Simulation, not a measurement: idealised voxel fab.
process module | voxel spacer lines
cross-section cut | 255 nm wide | cells 5 nm
A cross-section is a grid of square cells, given in bands from the top down. A band is one or more rows of cells.
Each band's line starts with the height of the band's top and of its bottom, in nm. Then come its materials from left to right, each with its width in nm. One material with "throughout" fills the band from edge to edge. "air" is empty space.
Height 0 is the level under which the wafer as received is all one material. The lowest band goes on downwards, as in "0 down".
A width such as "30 to 40" changes by the same amount from each row of cells to the next, from the band's top row to its bottom row.
"no change" after a step means that no cell of the cross-section changed.
closed voids: empty space of 8 cells or more with no open way to the top, each as width x height at its distance from the left edge, in nm
after a step's settings: what the simulator itself notes on the step
overlay nm, on a step with a mask: how far to the right of its planned place the mask lay; to the left if negative
plan
1 op RECEIVE | material Si
2 op CONFORMAL_DEP | material Al2O3 | thk nm 10
3 op DIRECTIONAL_DEP | material W | thk nm 15
4 op DIRECTIONAL_DEP | material aC | thk nm 30
5 op PATTERN | tone cover | mask id MANDREL | material resist | width nm 25 | pitch nm 80 | thk nm 40 | overlay nm -15
6 op DIRECTIONAL_ETCH | etch materials aC | depth nm 30
7 op STRIP | etch materials resist
8 op CONFORMAL_DEP | material SiN | thk nm 15
9 op DIRECTIONAL_ETCH | etch materials SiN | depth nm 15
10 op STRIP | etch materials aC
11 op DIRECTIONAL_ETCH | etch materials W | depth nm 15
12 op STRIP | etch materials SiN
varied across the wafers: overlay nm of step 5. The plan shows the first wafer's value. All wafers start alike
first wafer as received, after step 1
  0 down: Si throughout
  closed voids: none
first wafer at the end, after step 12
  25 to 10: air 5 | W 15 | air 25 | W 15 | air 25 | W 15 | air 25 | W 15 | air 25 | W 15 | air 25 | W 15 | air 35
  10 to 0: Al2O3 throughout
  0 down: Si throughout
  closed voids: none
last wafer at the end
  25 to 10: air 35 | W 15 | air 25 | W 15 | air 25 | W 15 | air 25 | W 15 | air 25 | W 15 | air 25 | W 15 | air 5
  10 to 0: Al2O3 throughout
  0 down: Si throughout
  closed voids: none
each wafer at the end: cells of each material gained (+) or lost (-) since it was received, then its closed voids
overlay nm -15 | +102 Al2O3 | +54 W | closed voids: none
overlay nm -10 | +102 Al2O3 | +54 W | closed voids: none
overlay nm -5 | +102 Al2O3 | +54 W | closed voids: none
overlay nm 0 | +102 Al2O3 | +54 W | closed voids: none
overlay nm 5 | +102 Al2O3 | +54 W | closed voids: none
overlay nm 10 | +102 Al2O3 | +54 W | closed voids: none
overlay nm 15 | +102 Al2O3 | +54 W | closed voids: none
